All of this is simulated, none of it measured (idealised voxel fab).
Process module, titled voxel self aligned contacts
The figure presents cross-section cut, which has a width of 225 nm and is divided into square cells with an edge length of 5 nm.
Throughout this document, each cross-section is represented as a grid of square cells and is presented as a sequence of bands enumerated from the top downward, where a band comprises one or more rows of cells.
Quick guide to a band line: top height, bottom height (nm) up front; then every material left to right with its width in nm. Only one material and it's marked "all across"? Then it fills the band edge to edge. And "blank" just means empty space.
The reference from which all heights are counted is 0, the level beneath which the as-received wafer is entirely one material; the lowest band, having no lower bound, proceeds downward and is written after the example "0 -> down".
When a width is written as two numbers, as in "30..40", the first number is the width in the top row of cells of the band and the second is the width in its bottom row, and the width changes by the same amount from each row to the next.
The designation "remains unaltered", where it is given for a processing step, indicates that no cell of the cross-section was altered in the course of that step.
Listed in "Closed void register": every empty space of 8 or more cells without an open way to the top. Form: width x height at distance, the distance being from the left edge, all in nm.
That trailing text on a step's line, after the settings, is the simulator's own remark on the step.
For masked steps, "overlay nm" on the step line gives how far right of plan the mask actually lay; a minus sign means it lay to the left.

**Planned step list for the process**
- 1: RECEIVE, material Si
- 2: CONFORMAL_DEP, material SiO2, thk nm 5
- 3: DIRECTIONAL_DEP, material polySi, thk nm 20
- 4: DIRECTIONAL_DEP, material SiN, thk nm 20
- 5: PATTERN, tone cover, mask id GATE, material resist, width nm 35, pitch nm 65, thk nm 15, overlay nm 0
- 6: DIRECTIONAL_ETCH, etch materials SiN, depth nm 20
- 7: DIRECTIONAL_ETCH, etch materials polySi, depth nm 20
- 8: STRIP, etch materials resist
- 9: CONFORMAL_DEP, material SiN, thk nm 5
- 10: DIRECTIONAL_ETCH, etch materials SiN, depth nm 5
- 11: FILL_DEP, material SiO2, thk nm 15
- 12: CMP, height nm 50
- 13: PATTERN, tone open, mask id CONTACT, material resist, width nm 40, thk nm 15, overlay nm 0
- 14: DIRECTIONAL_ETCH, etch materials SiO2, depth nm 50
- 15: STRIP, etch materials resist
- 16: CONFORMAL_DEP, material TiN, thk nm 5
- 17: FILL_DEP, material Ru, thk nm 10
- 18: CMP, height nm 50
- 19: CONFORMAL_DEP, material SiCN, thk nm 5

**Cross-section of the wafer at receipt, which is the condition after step 1**
	0 -> down  Si all across
	Closed void register: none

**First wafer of two, sectioned at end of module; run went per plan**
	55 -> 50  SiCN all across
	50 -> 45  SiO2=90, TiN=15, Ru=10, TiN=15, SiO2=95
	45 -> 25  SiO2=55, SiN=45, TiN=5, Ru=10, TiN=5, SiN=45, SiO2=60
	25 -> 5  SiO2=55, SiN=5, polySi=35, SiN=5, TiN=5, Ru=10, TiN=5, SiN=5, polySi=35, SiN=5, SiO2=60
	5 -> 0  SiO2=100, TiN=20, SiO2=105
	0 -> down  Si all across
	Closed void register: none

**Wafer two, end of module, cross-section. Same start, same plan as wafer one. One mistake in the run**
	55 -> 50  SiCN all across
	50 -> 45  SiO2=90, TiN=15, Ru=10, TiN=15, SiO2=95
	45 -> 25  SiO2=55, SiN=45, TiN=5, Ru=10, TiN=5, SiN=45, SiO2=60
	25 -> 15  SiO2=55, SiN=5, polySi=35, SiN=5, TiN=5, Ru=10, TiN=5, SiN=5, polySi=35, SiN=5, SiO2=60
	15 -> 10  SiO2=55, SiN=5, polySi=35, SiN=5, TiN=20, SiN=5, polySi=35, SiN=5, SiO2=60
	10 -> 5  SiN=60, polySi=35, SiN=30, polySi=35, SiN=65
	5 -> 0  SiO2 all across
	0 -> down  Si all across
	Closed void register: none
Run error: ran 9 and 10 in swapped order versus the plan
at the end the second wafer has, in cells: Ru: 4 fewer; SiN: 27 more; SiO2: 19 fewer; TiN: 4 fewer
